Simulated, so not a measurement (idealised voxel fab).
Process module, titled voxel self aligned contacts
Xsec cut, 180 nm wide, square cell size 5 nm.
A cross-section is a grid of square cells, given in bands from the top down. A band is one or more rows of cells. Heights first: top, then bottom, in nm. Then materials, left to right, each with a width in nm. "full width" on a single material: fills the band edge to edge. "blank": empty space. Basically, 0 is our baseline, since under it the wafer straight out of the box is all one material. The bottom band has no lower end and keeps on going down, so it looks like "top 0, no bottom". A two-number width, for instance "30..40", indicates that the width is equal to the first number in the top row of the band and to the second number in the bottom row, and that it changes by a constant amount per row of cells. "same as before" for a step: no cell of the cross-section changed in that step. Entry "Enclosed voids". Content: empty spaces with no open connection to the top, size 8 cells or greater. Each: width x height at distance. Distance: from left edge. Unit: nm. If you see something after the settings on a step's line, that's the simulator's own remark about that step. overlay nm: step with mask; distance mask lay right of planned place; negative value = left of planned place.
PLANNED STEP LIST FOR THE PROCESS
| 1 | op RECEIVE | material Si |
| 2 | op CONFORMAL_DEP | material SiO2 | thk nm 5 |
| 3 | op DIRECTIONAL_DEP | material polySi | thk nm 30 |
| 4 | op DIRECTIONAL_DEP | material SiN | thk nm 25 |
| 5 | op PATTERN | tone cover | mask id GATE | material resist | width nm 25 | pitch nm 65 | thk nm 15 | overlay nm 0 |
| 6 | op DIRECTIONAL_ETCH | etch materials SiN | depth nm 25 |
| 7 | op DIRECTIONAL_ETCH | etch materials polySi | depth nm 30 |
| 8 | op STRIP | etch materials resist |
| 9 | op CONFORMAL_DEP | material SiN | thk nm 10 |
| 10 | op DIRECTIONAL_ETCH | etch materials SiN | depth nm 10 |
| 11 | op FILL_DEP | material SiO2 | thk nm 10 |
| 12 | op CMP | height nm 65 |
| 13 | op PATTERN | tone open | mask id CONTACT | material resist | width nm 50 | thk nm 15 | overlay nm 0 |
| 14 | op DIRECTIONAL_ETCH | etch materials SiO2 | depth nm 65 |
| 15 | op STRIP | etch materials resist |
| 16 | op CONFORMAL_DEP | material TiN | thk nm 5 |
| 17 | op FILL_DEP | material W | thk nm 10 |
| 18 | op CMP | height nm 65 |
| 19 | op CONFORMAL_DEP | material SiN | thk nm 5 |
STEP 1 COMPLETE: CROSS-SECTION OF THE WAFER AS RECEIVED
> top 0, no bottom  Si full width
> Enclosed voids: none
RESULT OF THE MODULE, CROSS-SECTIONED: START PER ABOVE, PLAN PER ABOVE, ONE ERROR IN HOW IT WAS RUN
> top 70, bottom 65  SiN full width
> top 65, bottom 40  SiO2=35 | SiN=10 | polySi=25 | SiN=10 | TiN=5 | W=10 | TiN=5 | SiN=10 | polySi=25 | SiN=10 | SiO2=35
> top 40, bottom 35  SiO2=35 | SiN=10 | polySi=25 | SiN=10 | TiN=20 | SiN=10 | polySi=25 | SiN=10 | SiO2=35
> top 35, bottom 5  polySi full width
> top 5, bottom 0  SiO2 full width
> top 0, no bottom  Si full width
> Enclosed voids: none
Short version of what went wrong: the plan had its step 3 run twice
